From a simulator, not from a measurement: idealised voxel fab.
process module | voxel self aligned vias
cross-section cut | 300 nm wide | cells 5 nm
A cross-section is a grid of square cells, given in bands from the top down. A band is one or more rows of cells.
Each band's line starts with the height of the band's top and of its bottom, in nm. Then come its materials from left to right, each with its width in nm. One material with "throughout" fills the band from edge to edge. "air" is empty space.
Height 0 is the level under which the wafer as received is all one material. The lowest band goes on downwards, as in "0 down".
A width such as "30 to 40" changes by the same amount from each row of cells to the next, from the band's top row to its bottom row.
"no change" after a step means that no cell of the cross-section changed.
closed voids: empty space of 8 cells or more with no open way to the top, each as width x height at its distance from the left edge, in nm
after a step's settings: what the simulator itself notes on the step
overlay nm, on a step with a mask: how far to the right of its planned place the mask lay; to the left if negative
plan
1 op RECEIVE | material Si
2 op CONFORMAL_DEP | material SiO2 | thk nm 10
3 op CONFORMAL_DEP | material SiCN | thk nm 5
4 op DIRECTIONAL_DEP | material lowk | thk nm 20
5 op DIRECTIONAL_DEP | material aC | thk nm 15
6 op PATTERN | tone open | mask id LINES | material resist | width nm 25 | pitch nm 50 | thk nm 35 | overlay nm 0
7 op DIRECTIONAL_ETCH | etch materials aC | depth nm 15
8 op STRIP | etch materials resist
9 op DIRECTIONAL_ETCH | etch materials lowk | depth nm 20
10 op STRIP | etch materials aC
11 op CONFORMAL_DEP | material TiN | thk nm 5
12 op FILL_DEP | material W | thk nm 5
13 op CMP | height nm 35
14 op SELECTIVE_ETCH | etch materials W Ru TiN | depth nm 5
15 op FILL_DEP | material SiN | thk nm 5
16 op CMP | height nm 35
17 op DIRECTIONAL_DEP | material lowk | thk nm 15
18 op DIRECTIONAL_DEP | material aC | thk nm 5
19 op PATTERN | tone open | mask id VIAS | material resist | width nm 35 | thk nm 30 | overlay nm 0
20 op DIRECTIONAL_ETCH | etch materials aC | depth nm 10
21 op STRIP | etch materials resist
22 op DIRECTIONAL_ETCH | etch materials lowk | depth nm 15
23 op DIRECTIONAL_ETCH | etch materials SiN | depth nm 5
24 op STRIP | etch materials aC
25 op CONFORMAL_DEP | material TiN | thk nm 5
26 op FILL_DEP | material Cu | thk nm 5
27 op CMP | height nm 50
28 op CONFORMAL_DEP | material SiN | thk nm 5
varied across the wafers: thk nm of step 18. The plan shows the first wafer's value. All wafers start alike
first wafer as received, after step 1
  0 down: Si throughout
  closed voids: none
each wafer at the end: cells of each material gained (+) or lost (-) since it was received, then its closed voids
thk nm 5 | +13 Cu | +60 SiCN | +65 SiN | +120 SiO2 | +31 TiN | +12 W | +359 lowk | closed voids: none
thk nm 10 | +13 Cu | +60 SiCN | +65 SiN | +120 SiO2 | +31 TiN | +12 W | +359 lowk | closed voids: none
thk nm 15 | +60 SiCN | +70 SiN | +120 SiO2 | +18 TiN | +12 W | +380 lowk | closed voids: none
thk nm 20 | +60 SiCN | +70 SiN | +120 SiO2 | +18 TiN | +12 W | +380 lowk | closed voids: none
thk nm 25 | +60 SiCN | +70 SiN | +120 SiO2 | +18 TiN | +12 W | +380 lowk | closed voids: none
